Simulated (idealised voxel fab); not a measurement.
The process module presented herein is designated voxel self aligned vias.
Each square cell in cross-section cut measures 5 nm, and the section as a whole is 220 nm wide.
Just so we're on the same page, the cross-sections are grids of square cells, and they're listed out in bands top to bottom, each band one or more rows deep.
Heights first: top, then bottom, in nm. Then materials, left to right, each with a width in nm. "throughout" on a single material: fills the band edge to edge. "empty": empty space.
Height is counted from the level 0, under which the received wafer is composed throughout of one material. The lowest of the bands is not closed at the bottom but continues downward, in the notation "0..down".
The two numbers in a width such as "30..40" mark its ends across the band: the first belongs to the top row of cells, the second to the bottom row, and from each row to the next the width moves by the same amount.
"stayed the same" (step): cross-section cells unchanged, all of them.
Empty spaces counting at least 8 cells and having no open way to the top are listed in "closed voids". The notation width x height at distance is used for each, the distance being from the left edge and all three values in nm.
Post-settings text on a step line: simulator's own remark regarding the step.
overlay nm: mask right of planned place by this much (step with mask). Neg. = left.
**The following list gives the planned process steps**
1: RECEIVE | material Si
2: CONFORMAL_DEP | material SiO2 | thk nm 10
3: CONFORMAL_DEP | material SiCN | thk nm 5
4: DIRECTIONAL_DEP | material lowk | thk nm 30
5: DIRECTIONAL_DEP | material aC | thk nm 10
6: PATTERN | tone open | mask id LINES | material resist | width nm 30 | pitch nm 70 | thk nm 30 | overlay nm 0
7: DIRECTIONAL_ETCH | etch materials aC | depth nm 10
8: STRIP | etch materials resist
9: DIRECTIONAL_ETCH | etch materials lowk | depth nm 30
10: STRIP | etch materials aC
11: CONFORMAL_DEP | material TiN | thk nm 5
12: FILL_DEP | material W | thk nm 5
13: CMP | height nm 45
14: SELECTIVE_ETCH | etch materials W Ru TiN | depth nm 10
15: FILL_DEP | material SiN | thk nm 10
16: CMP | height nm 45
17: DIRECTIONAL_DEP | material lowk | thk nm 15
18: MASKED_ETCH | tone open | mask id VIAS | width nm 40 | pitch nm 70 | etch materials lowk | depth nm 15 | overlay nm 0
19: MASKED_ETCH | tone open | mask id VIAS | width nm 40 | pitch nm 70 | etch materials SiN | depth nm 10 | overlay nm 0
20: CONFORMAL_DEP | material TiN | thk nm 5
21: FILL_DEP | material W | thk nm 10
22: CMP | height nm 60
23: CONFORMAL_DEP | material SiCN | thk nm 5
**Wafer at receipt (post step 1), cross-section**
0..down  Si throughout
closed voids: none
**first wafer at the end, as planned**
65..60  SiCN throughout
60..50  lowk: 55, TiN: 5, W: 30, TiN: 5, lowk: 30, TiN: 5, W: 30, TiN: 5, lowk: 55
50..40  lowk: 55..60, TiN: 10..5, W: 20, TiN: 10..5, lowk: 30..40, TiN: 10..5, W: 20, TiN: 10..5, lowk: 55..60
40..35  lowk: 60, TiN: 30, lowk: 40, TiN: 30, lowk: 60
35..20  lowk: 60, TiN: 5, W: 20, TiN: 5, lowk: 40, TiN: 5, W: 20, TiN: 5, lowk: 60
20..15  lowk: 60, TiN: 30, lowk: 40, TiN: 30, lowk: 60
15..10  SiCN throughout
10..0  SiO2 throughout
0..down  Si throughout
closed voids: none
**This is the second of the two wafers, cross-sectioned at the end of the module; it started exactly like the first and was given the same plan, but it was run with one mistake**
65..60  SiCN throughout
60..50  W: 50, TiN: 5, lowk: 40, TiN: 5, W: 20, TiN: 5, lowk: 40, TiN: 5, W: 50
50..45  TiN: 55, lowk: 40, TiN: 30, lowk: 40, TiN: 55
45..35  lowk: 60, SiN: 30, lowk: 40, SiN: 30, lowk: 60
35..20  lowk: 60, TiN: 5, W: 20, TiN: 5, lowk: 40, TiN: 5, W: 20, TiN: 5, lowk: 60
20..15  lowk: 60, TiN: 30, lowk: 40, TiN: 30, lowk: 60
15..10  SiCN throughout
10..0  SiO2 throughout
0..down  Si throughout
closed voids: none
Run error: rather than as planned, step 18 actually ran as MASKED_ETCH | tone cover | mask id VIAS | width nm 40 | pitch nm 70 | etch materials lowk | depth nm 15 | overlay nm 0
Upon completion, the second wafer contains, in terms of cells, a greater or smaller amount of certain materials than the first wafer: +24 SiN, +4 TiN, +8 W, -36 lowk
